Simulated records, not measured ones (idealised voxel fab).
The process module that follows is named voxel released beams.
In the cross-section labelled cut, the width is 250 nm and each square cell is 5 nm.
Throughout this document, each cross-section is represented as a grid of square cells and is presented as a sequence of bands enumerated from the top downward, where a band comprises one or more rows of cells. Heads up on the band format: heights come first, top then bottom, in nm. After that it's the materials left to right, each with its width in nm. A single material flagged "throughout" fills the whole band edge to edge, and "blank" means there's empty space there. Note: height 0 marks the level under which the wafer is uniformly one material as received. Lowest band unbounded below, written "0 down". Read "30..40" as a graded width: first number on top, second number at the bottom, same change between each pair of neighbouring rows. What does "stayed the same" mean for a step? It means no cell of the cross-section changed in that step. So "Cavities, closed" is basically the list of trapped voids: any empty space of 8 cells or more that can't reach the top through an opening. They're written width x height at distance, the distance being from the left edge, and it's all nm. Formally, on a step line, whatever follows the settings is a remark that the simulator itself makes on the step. overlay nm, on a step with a mask: how far to the right of its planned place the mask lay; to the left if negative.
### Intended process steps
1: RECEIVE, material Si
2: CONFORMAL_DEP, material Al2O3, thk nm 5
3: DIRECTIONAL_DEP, material SiO2, thk nm 20
4: PATTERN, tone open, mask id ANCHOR, material resist, width nm 45, thk nm 15, overlay nm 0
5: DIRECTIONAL_ETCH, etch materials SiO2, depth nm 20
6: STRIP, etch materials resist
7: CONFORMAL_DEP, material SiN, thk nm 15
8: DIRECTIONAL_DEP, material aC, thk nm 10
9: PATTERN, tone cover, mask id BEAM, material resist, width nm 105, thk nm 30, overlay nm 0
10: DIRECTIONAL_ETCH, etch materials aC, depth nm 10
11: STRIP, etch materials resist
12: DIRECTIONAL_ETCH, etch materials SiN, depth nm 15
13: STRIP, etch materials aC
14: STRIP, etch materials SiO2
### The cross-section here shows the wafer as received, i.e. in its state after step 1
  0 down  Si throughout
  Cavities, closed: none
### Starting structure and process plan are as shown above, but one mistake was made in running the module; the wafer cross-section at the end of the module follows
  40 to 25  blank (70); SiN (105); blank (75)
  25 to 20  Al2O3 throughout
  20 to 0  SiO2 throughout
  0 down  Si throughout
  Cavities, closed: none
what went wrong: so 2 and 3 got swapped relative to the plan, each ran where the other was supposed to
